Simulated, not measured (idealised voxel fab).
process module | voxel ribs on slabs
cross-section cut | 265 nm wide | cells 5 nm
A cross-section is a grid of square cells, given in bands from the top down. A band is one or more rows of cells.
Each band's line starts with the height of the band's top and of its bottom, in nm. Then come its materials from left to right, each with its width in nm. One material with "throughout" fills the band from edge to edge. "air" is empty space.
Height 0 is the level under which the wafer as received is all one material. The lowest band goes on downwards, as in "0 down".
A width such as "30 to 40" changes by the same amount from each row of cells to the next, from the band's top row to its bottom row.
"no change" after a step means that no cell of the cross-section changed.
closed voids: empty space of 8 cells or more with no open way to the top, each as width x height at its distance from the left edge, in nm
after a step's settings: what the simulator itself notes on the step
overlay nm, on a step with a mask: how far to the right of its planned place the mask lay; to the left if negative
plan
1 op RECEIVE | material Si
2 op DIRECTIONAL_DEP | material SiO2 | thk nm 30
3 op DIRECTIONAL_DEP | material polySi | thk nm 20
4 op DIRECTIONAL_DEP | material aC | thk nm 15
5 op PATTERN | tone cover | mask id RIB | material resist | width nm 30 | thk nm 35 | overlay nm 0
6 op DIRECTIONAL_ETCH | etch materials aC | depth nm 15
7 op STRIP | etch materials resist
8 op DIRECTIONAL_ETCH | etch materials polySi | depth nm 10
9 op STRIP | etch materials aC
10 op DIRECTIONAL_DEP | material aC | thk nm 10
11 op PATTERN | tone cover | mask id SLAB | material resist | width nm 80 | thk nm 25 | overlay nm 0
12 op DIRECTIONAL_ETCH | etch materials aC | depth nm 10
13 op STRIP | etch materials resist
14 op DIRECTIONAL_ETCH | etch materials polySi | depth nm 10
15 op STRIP | etch materials aC
16 op FILL_DEP | material SiO2 | thk nm 25
17 op CMP | height nm 70
18 op DIRECTIONAL_DEP | material W | thk nm 10
19 op MASKED_ETCH | tone cover | mask id HEATER | width nm 40 | etch materials W | depth nm 10 | overlay nm 0
20 op CONFORMAL_DEP | material SiO2 | thk nm 10
first wafer, as planned
as received, after step 1
  0 down: Si throughout
  closed voids: none
after step 2
  30 to 0: SiO2 throughout
  below 0: unchanged
after step 3
  50 to 30: polySi throughout
  below 30: unchanged
after step 4
  65 to 50: aC throughout
  below 50: unchanged
after step 5
  100 to 65: air 115 | resist 30 | air 120
  below 65: unchanged
after step 6
  85 to 65: air 115 | resist 30 | air 120
  65 to 50: air 115 | aC 30 | air 120
  below 50: unchanged
after step 7
  65 to 50: air 115 | aC 30 | air 120
  below 50: unchanged
after step 8
  65 to 50: air 115 | aC 30 | air 120
  50 to 40: air 115 | polySi 30 | air 120
  below 40: unchanged
after step 9
  50 to 40: air 115 | polySi 30 | air 120
  below 40: unchanged
after step 10
  60 to 50: air 115 | aC 30 | air 120
  50 to 40: aC 115 | polySi 30 | aC 120
  below 40: unchanged
after step 11
  85 to 60: air 90 | resist 80 | air 95
  60 to 50: air 90 | resist 25 | aC 30 | resist 25 | air 95
  below 50: unchanged
after step 12
  75 to 60: air 90 | resist 80 | air 95
  60 to 50: air 90 | resist 25 | aC 30 | resist 25 | air 95
  50 to 40: air 90 | aC 25 | polySi 30 | aC 25 | air 95
  below 40: unchanged
after step 13
  60 to 50: air 115 | aC 30 | air 120
  below 50: unchanged
after step 14
  60 to 50: air 115 | aC 30 | air 120
  50 to 40: air 90 | aC 25 | polySi 30 | aC 25 | air 95
  40 to 30: air 90 | polySi 80 | air 95
  below 30: unchanged
after step 15
  50 to 40: air 115 | polySi 30 | air 120
  below 40: unchanged
after step 16
  75 to 50: SiO2 throughout
  50 to 40: SiO2 115 | polySi 30 | SiO2 120
  40 to 30: SiO2 90 | polySi 80 | SiO2 95
  below 30: unchanged
after step 17
  70 to 50: SiO2 throughout
  below 50: unchanged
after step 18
  80 to 70: W throughout
  below 70: unchanged
after step 19
  80 to 70: air 110 | W 40 | air 115
  below 70: unchanged
after step 20
  90 to 80: air 100 | SiO2 60 | air 105
  80 to 70: SiO2 110 | W 40 | SiO2 115
  below 70: unchanged
second wafer: like start, like plan, one mistake. Through step 4 it matches the first wafer
when step 5 should have ended
  100 to 65: resist 115 | air 30 | resist 120
  below 65: unchanged
when step 6 should have ended
  85 to 65: resist 115 | air 30 | resist 120
  65 to 50: aC 115 | air 30 | aC 120
  below 50: unchanged
when step 7 should have ended
  65 to 50: aC 115 | air 30 | aC 120
  below 50: unchanged
when step 8 should have ended
  65 to 50: aC 115 | air 30 | aC 120
  50 to 40: polySi 115 | air 30 | polySi 120
  below 40: unchanged
when step 9 should have ended
  50 to 40: polySi 115 | air 30 | polySi 120
  below 40: unchanged
when step 10 should have ended
  60 to 50: aC 115 | air 30 | aC 120
  50 to 40: polySi 115 | aC 30 | polySi 120
  below 40: unchanged
when step 11 should have ended
  85 to 60: air 90 | resist 80 | air 95
  60 to 50: aC 115 | resist 30 | aC 120
  below 50: unchanged
when step 12 should have ended
  75 to 60: air 90 | resist 80 | air 95
  60 to 50: air 90 | aC 25 | resist 30 | aC 25 | air 95
  below 50: unchanged
when step 13 should have ended
  60 to 50: air 90 | aC 25 | air 30 | aC 25 | air 95
  below 50: unchanged
when step 14 should have ended
  60 to 50: air 90 | aC 25 | air 30 | aC 25 | air 95
  50 to 40: air 90 | polySi 25 | aC 30 | polySi 25 | air 95
  below 40: unchanged
when step 15 should have ended
  50 to 40: air 90 | polySi 25 | air 30 | polySi 25 | air 95
  below 40: unchanged
when step 16 should have ended
  75 to 50: SiO2 throughout
  50 to 40: SiO2 90 | polySi 25 | SiO2 30 | polySi 25 | SiO2 95
  below 40: unchanged
when step 17 should have ended
  70 to 50: SiO2 throughout
  below 50: unchanged
when step 18 should have ended
  80 to 70: W throughout
  below 70: unchanged
when step 19 should have ended
  80 to 70: air 110 | W 40 | air 115
  below 70: unchanged
when step 20 should have ended
  90 to 80: air 100 | SiO2 60 | air 105
  80 to 70: SiO2 110 | W 40 | SiO2 115
  below 70: unchanged
what went wrong: step 5 ran as: op PATTERN | tone open | mask id RIB | material resist | width nm 30 | thk nm 35 | overlay nm 0
at the end the second wafer has, in cells: 82 fewer of SiO2 | 82 more of polySi
